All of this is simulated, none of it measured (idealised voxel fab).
process module | voxel transistor to metal
cross-section cut | 270 nm wide | cells 5 nm
A cross-section is a grid of square cells, given in bands from the top down. A band is one or more rows of cells.
Each band's line starts with the height of the band's top and of its bottom, in nm. Then come its materials from left to right, each with its width in nm. One material with "throughout" fills the band from edge to edge. "air" is empty space.
Height 0 is the level under which the wafer as received is all one material. The lowest band goes on downwards, as in "0 down".
A width such as "30 to 40" changes by the same amount from each row of cells to the next, from the band's top row to its bottom row.
"no change" after a step means that no cell of the cross-section changed.
closed voids: empty space of 8 cells or more with no open way to the top, each as width x height at its distance from the left edge, in nm
after a step's settings: what the simulator itself notes on the step
overlay nm, on a step with a mask: how far to the right of its planned place the mask lay; to the left if negative
plan
1 op RECEIVE | material Si
2 op CONFORMAL_DEP | material SiO2 | thk nm 5
3 op CONFORMAL_DEP | material SiN | thk nm 15
4 op PATTERN | tone cover | mask id ACTIVE | material resist | width nm 100 | pitch nm 130 | thk nm 20 | overlay nm 0
5 op DIRECTIONAL_ETCH | etch materials SiN | depth nm 15
6 op DIRECTIONAL_ETCH | etch materials SiO2 | depth nm 5
7 op DIRECTIONAL_ETCH | etch materials Si | depth nm 30
8 op STRIP | etch materials resist
9 op OXIDIZE | depth nm 5
10 op FILL_DEP | material SiO2 | thk nm 5
11 op CMP | height nm 20
12 op SELECTIVE_ETCH | etch materials SiO2 | depth nm 15
13 op STRIP | etch materials SiN
14 op SELECTIVE_ETCH | etch materials SiO2 | depth nm 5
15 op OXIDIZE | depth nm 5
16 op DIRECTIONAL_DEP | material polySi | thk nm 25
17 op DIRECTIONAL_DEP | material SiCN | thk nm 10
18 op MASKED_ETCH | tone cover | mask id GATE | width nm 20 | pitch nm 130 | etch materials SiCN | depth nm 20 | overlay nm 0
19 op MASKED_ETCH | tone cover | mask id GATE | width nm 20 | pitch nm 130 | etch materials polySi | depth nm 35 | overlay nm 0
20 op CONFORMAL_DEP | material SiO2 | thk nm 5
21 op DIRECTIONAL_ETCH | etch materials SiO2 | depth nm 5
22 op CONFORMAL_DEP | material SiN | thk nm 5
23 op DIRECTIONAL_ETCH | etch materials SiN | depth nm 5
24 op DIRECTIONAL_ETCH | etch materials SiO2 | depth nm 5
25 op DIRECTIONAL_ETCH | etch materials Si | depth nm 15
26 op EPI | material pSi | thk nm 20
27 op FILL_DEP | material SiO2 | thk nm 5
28 op CMP | height nm 35
29 op DIRECTIONAL_DEP | material SiO2 | thk nm 15
30 op MASKED_ETCH | tone open | mask id CONTACT | width nm 15 | etch materials SiO2 | depth nm 50 | overlay nm 0
31 op CONFORMAL_DEP | material TiN | thk nm 5
32 op FILL_DEP | material Ru | thk nm 10
33 op CMP | height nm 50
34 op CONFORMAL_DEP | material SiN | thk nm 5
35 op DIRECTIONAL_DEP | material lowk | thk nm 15
36 op PATTERN | tone open | mask id METAL_1 | material resist | width nm 15 | thk nm 20 | overlay nm 0
37 op DIRECTIONAL_ETCH | etch materials lowk | depth nm 15
38 op DIRECTIONAL_ETCH | etch materials SiN | depth nm 5
39 op STRIP | etch materials resist
40 op CONFORMAL_DEP | material TiN | thk nm 5
41 op FILL_DEP | material W | thk nm 5
42 op CMP | height nm 70
43 op EPI | material Ru | thk nm 5
44 op FILL_DEP | material SiCN | thk nm 5
as received, after step 1
  0 down: Si throughout
  closed voids: none
a wafer at the end: this start, this plan, one mistake
  80 to 75: SiCN throughout
  75 to 70: SiCN 20 | Ru 25 | SiCN 50 | Ru 25 | SiCN 30 | Ru 25 | SiCN 50 | Ru 25 | SiCN 20
  70 to 55: lowk 25 | TiN 5 | W 5 | TiN 5 | lowk 60 | TiN 5 | W 5 | TiN 5 | lowk 40 | TiN 5 | W 5 | TiN 5 | lowk 60 | TiN 5 | W 5 | TiN 5 | lowk 25
  55 to 50: SiN 25 | TiN 15 | SiN 60 | TiN 15 | SiN 40 | TiN 15 | SiN 60 | TiN 15 | SiN 25
  50 to 35: SiO2 25 | TiN 5 | Ru 5 | TiN 5 | SiO2 60 | TiN 5 | Ru 5 | TiN 5 | SiO2 40 | TiN 5 | Ru 5 | TiN 5 | SiO2 60 | TiN 5 | Ru 5 | TiN 5 | SiO2 25
  35 to 25: SiO2 25 | TiN 5 | Ru 5 | TiN 5 | SiO2 15 | SiN 5 | SiCN 20 | SiN 5 | SiO2 15 | TiN 5 | Ru 5 | TiN 5 | SiO2 40 | TiN 5 | Ru 5 | TiN 5 | SiO2 15 | SiN 5 | SiCN 20 | SiN 5 | SiO2 15 | TiN 5 | Ru 5 | TiN 5 | SiO2 25
  25 to 20: SiO2 25 | TiN 5 | Ru 5 | TiN 5 | SiO2 15 | SiN 5 | polySi 20 | SiN 5 | SiO2 15 | TiN 5 | Ru 5 | TiN 5 | SiO2 40 | TiN 5 | Ru 5 | TiN 5 | SiO2 15 | SiN 5 | polySi 20 | SiN 5 | SiO2 15 | TiN 5 | Ru 5 | TiN 5 | SiO2 25
  20 to 15: SiO2 25 | TiN 15 | SiO2 15 | SiN 5 | polySi 20 | SiN 5 | SiO2 15 | TiN 15 | SiO2 40 | TiN 15 | SiO2 15 | SiN 5 | polySi 20 | SiN 5 | SiO2 15 | TiN 15 | SiO2 25
  15 to 0: SiO2 25 | TiN 10 | pSi 20 | SiN 5 | polySi 20 | SiN 5 | pSi 20 | TiN 10 | SiO2 40 | TiN 10 | pSi 20 | SiN 5 | polySi 20 | SiN 5 | pSi 20 | TiN 10 | SiO2 25
  0 to -5: SiO2 15 | pSi 40 | SiN 5 | SiO2 20 | SiN 5 | pSi 40 | SiO2 20 | pSi 40 | SiN 5 | SiO2 20 | SiN 5 | pSi 40 | SiO2 15
  -5 to -10: SiO2 15 | pSi 40 | Si 30 | pSi 40 | SiO2 20 | pSi 40 | Si 30 | pSi 40 | SiO2 15
  -10 to -20: SiO2 25 | pSi 30 | Si 30 | pSi 30 | SiO2 40 | pSi 30 | Si 30 | pSi 30 | SiO2 25
  -20 to -35: SiO2 25 | Si 90 | SiO2 40 | Si 90 | SiO2 25
  -35 down: Si throughout
  closed voids: none
what went wrong: step 20 was left out
